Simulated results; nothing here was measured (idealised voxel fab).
Proc. module: voxel capacitor over wiring
Cross-section cut spans 170 nm and uses square cells 5 nm in size.
Cross-section spec: square-cell grid; bands listed top down; each band is one or more rows. Heads up on the band format: heights come first, top then bottom, in nm. After that it's the materials left to right, each with its width in nm. A single material flagged "full width" fills the whole band edge to edge, and "air" means there's empty space there. Measure heights from 0. That's the level where, below it, the as-received wafer is all one material. The lowest band is bottomless and extends downward; write it as in "0 and below". The expression "30->40" gives the width at the extremes of the band, the first number at its top row of cells and the second at its bottom row, with the width changing by equal amounts from each row to the next in between. Basically "remained the same" means that step didn't change any cell in the cross-section. Empty spaces without an open route to the top, at least 8 cells in extent, make up the entry "Closed void inventory"; each is given as width x height at distance, where the distance is measured from the left edge, and all are in nm. after a step's settings: what the simulator itself notes on the step. Among the settings permitted on a step's line is "overlay nm"; applied to a step with a mask, it specifies the extent to which the mask lay to the right of its planned position, whereas a negative figure signifies a position to the left.

[Set out below are the planned steps of the process]
1,RECEIVE | material Si
2,CONFORMAL_DEP | material SiO2 | thk nm 10
3,CONFORMAL_DEP | material SiN | thk nm 5
4,DIRECTIONAL_DEP | material SiO2 | thk nm 15
5,PATTERN | tone open | mask id METAL_1 | material resist | width nm 30 | pitch nm 95 | thk nm 15 | overlay nm 0
6,DIRECTIONAL_ETCH | etch materials SiO2 | depth nm 15
7,DIRECTIONAL_ETCH | etch materials SiN | depth nm 5
8,STRIP | etch materials resist
9,CONFORMAL_DEP | material TiN | thk nm 5
10,FILL_DEP | material Cu | thk nm 5
11,CMP | height nm 30
12,CONFORMAL_DEP | material SiCN | thk nm 5
13,DIRECTIONAL_DEP | material SiO2 | thk nm 10
14,DIRECTIONAL_DEP | material aC | thk nm 10
15,PATTERN | tone open | mask id PLUG_1 | material resist | width nm 15 | thk nm 25 | overlay nm 0
16,DIRECTIONAL_ETCH | etch materials aC | depth nm 10
17,STRIP | etch materials resist
18,DIRECTIONAL_ETCH | etch materials SiO2 | depth nm 10
19,DIRECTIONAL_ETCH | etch materials SiCN | depth nm 5
20,STRIP | etch materials aC
21,CONFORMAL_DEP | material TiN | thk nm 5
22,FILL_DEP | material Ru | thk nm 5
23,CMP | height nm 45
24,DIRECTIONAL_DEP | material TiN | thk nm 10
25,DIRECTIONAL_DEP | material HfO2 | thk nm 5
26,DIRECTIONAL_DEP | material TiN | thk nm 10
27,MASKED_ETCH | tone cover | mask id UPPER_PLATE | width nm 70 | etch materials TiN | depth nm 10 | overlay nm 0
28,MASKED_ETCH | tone cover | mask id UPPER_PLATE | width nm 70 | etch materials HfO2 | depth nm 5 | overlay nm 0
29,DIRECTIONAL_DEP | material aC | thk nm 15
30,PATTERN | tone cover | mask id LOWER_PLATE | material resist | width nm 80 | thk nm 30 | overlay nm 0
31,DIRECTIONAL_ETCH | etch materials aC | depth nm 15
32,STRIP | etch materials resist
33,DIRECTIONAL_ETCH | etch materials TiN | depth nm 10
34,STRIP | etch materials aC
35,FILL_DEP | material SiO2 | thk nm 15
36,CMP | height nm 80
37,PATTERN | tone open | mask id PLUG_2 | material resist | width nm 15 | thk nm 15 | overlay nm 0
38,DIRECTIONAL_ETCH | etch materials SiO2 | depth nm 10
39,STRIP | etch materials resist
40,CONFORMAL_DEP | material TiN | thk nm 5
41,FILL_DEP | material Ru | thk nm 10
42,CMP | height nm 80
43,CONFORMAL_DEP | material SiCN | thk nm 5

[Shown in cross-section is the wafer as received, that is, as it stands after step 1]
	0 and below  Si full width
	Closed void inventory: none

[First of two wafers at the end of the module, shown in cross-section; run carried out as planned]
	85 down to 80  SiCN full width
	80 down to 75  45 of SiO2; 5 of TiN; 5 of Ru; 5 of TiN; 110 of SiO2
	75 down to 70  45 of SiO2; 15 of TiN; 110 of SiO2
	70 down to 60  35 of SiO2; 70 of TiN; 65 of SiO2
	60 down to 55  35 of SiO2; 70 of HfO2; 65 of SiO2
	55 down to 45  30 of SiO2; 80 of TiN; 60 of SiO2
	45 down to 35  35 of SiO2; 5 of TiN; 5 of Ru; 5 of TiN; 120 of SiO2
	35 down to 30  35 of SiCN; 15 of TiN; 120 of SiCN
	30 down to 15  20 of SiO2; 5 of TiN; 20 of Cu; 5 of TiN; 65 of SiO2; 5 of TiN; 20 of Cu; 5 of TiN; 25 of SiO2
	15 down to 10  20 of SiN; 30 of TiN; 65 of SiN; 30 of TiN; 25 of SiN
	10 down to 0  SiO2 full width
	0 and below  Si full width
	Closed void inventory: none

[This cross-section belongs to the second wafer of two at the end of the module; the start and the plan were shared with the first, and the run included one mistake]
	85 down to 80  SiCN full width
	80 down to 75  40 of Ru; 5 of TiN; 15 of SiO2; 5 of TiN; 105 of Ru
	75 down to 70  45 of TiN; 15 of SiO2; 110 of TiN
	70 down to 60  35 of SiO2; 70 of TiN; 65 of SiO2
	60 down to 55  35 of SiO2; 70 of HfO2; 65 of SiO2
	55 down to 45  30 of SiO2; 80 of TiN; 60 of SiO2
	45 down to 35  35 of SiO2; 5 of TiN; 5 of Ru; 5 of TiN; 120 of SiO2
	35 down to 30  35 of SiCN; 15 of TiN; 120 of SiCN
	30 down to 15  20 of SiO2; 5 of TiN; 20 of Cu; 5 of TiN; 65 of SiO2; 5 of TiN; 20 of Cu; 5 of TiN; 25 of SiO2
	15 down to 10  20 of SiN; 30 of TiN; 65 of SiN; 30 of TiN; 25 of SiN
	10 down to 0  SiO2 full width
	0 and below  Si full width
	Closed void inventory: none
In executing the process, a mistake was made relative to the plan: heads up, step 37 didn't go per plan, it actually ran as PATTERN | tone cover | mask id PLUG_2 | material resist | width nm 15 | thk nm 15 | overlay nm 0
End of process, cell counts, second wafer against first, materials with more or fewer: Ru +28 | SiO2 -56 | TiN +28
